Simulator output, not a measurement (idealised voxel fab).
This section sets out a process module, namely voxel released beams.
It is cross-section cut that appears here, measuring 155 nm in width, its square cells being 5 nm in size.
Just so we're on the same page, the cross-sections are grids of square cells, and they're listed out in bands top to bottom, each band one or more rows deep.
First you get the band's top height and its bottom height, in nm, and then the materials it's made of, left to right, with each width in nm. If you see a single material with "all across", that one covers the band edge to edge. "empty" is empty space.
Heights are reckoned from 0. Under this level, the received wafer is all of one material. The bottommost band is open-ended downward, for example "0 nm and below".
A width such as "30..40" changes by the same amount from each row of cells to the next, from the band's top row to its bottom row.
Key: "no change occurred" - step with no changed cell in the cross-section.
Enclosed voids (no open way to top), threshold 8 cells or more, entry "Trapped voids", notation width x height at distance, distance from left edge, nm.
Whatever follows a step's settings on its line is a remark the simulator itself makes about that step.
Regarding "overlay nm": on a step with a mask, it is the distance the mask lay to the right of its planned place; a negative value places it to the left.

## Process steps (planned)
1 RECEIVE [material Si]
2 CONFORMAL_DEP [material Al2O3] [thk nm 5]
3 DIRECTIONAL_DEP [material SiO2] [thk nm 15]
4 DIRECTIONAL_DEP [material aC] [thk nm 10]
5 PATTERN [tone open] [mask id ANCHOR] [material resist] [width nm 35] [thk nm 25] [overlay nm 0]
6 DIRECTIONAL_ETCH [etch materials aC] [depth nm 10]
7 STRIP [etch materials resist]
8 DIRECTIONAL_ETCH [etch materials SiO2] [depth nm 15]
9 STRIP [etch materials aC]
10 CONFORMAL_DEP [material W] [thk nm 10]
11 DIRECTIONAL_DEP [material aC] [thk nm 15]
12 PATTERN [tone cover] [mask id BEAM] [material resist] [width nm 100] [thk nm 35] [overlay nm 0]
13 DIRECTIONAL_ETCH [etch materials aC] [depth nm 15]
14 STRIP [etch materials resist]
15 DIRECTIONAL_ETCH [etch materials W] [depth nm 10]
16 STRIP [etch materials aC]
17 STRIP [etch materials SiO2]

## Cross-section: wafer on arrival = after step 1
    0 nm and below  Si all across
    Trapped voids: none

## Figure: cross-sectional view of the wafer upon completion of the module, processed from the initial state and according to the plan depicted above, with one error introduced during execution
    30 nm to 20 nm  25 empty, then 20 W, then 10 empty, then 70 W, then 30 empty
    20 nm to 15 nm  35 empty, then 10 W, then 10 empty, then 10 W, then 90 empty
    15 nm to 5 nm  35 empty, then 30 W, then 90 empty
    5 nm to 0 nm  Al2O3 all across
    0 nm and below  Si all across
    Trapped voids: none
Against the plan, the run slipped here: step 5 changed vs plan, executed as PATTERN [tone open] [mask id ANCHOR] [material resist] [width nm 30] [thk nm 25] [overlay nm 0]
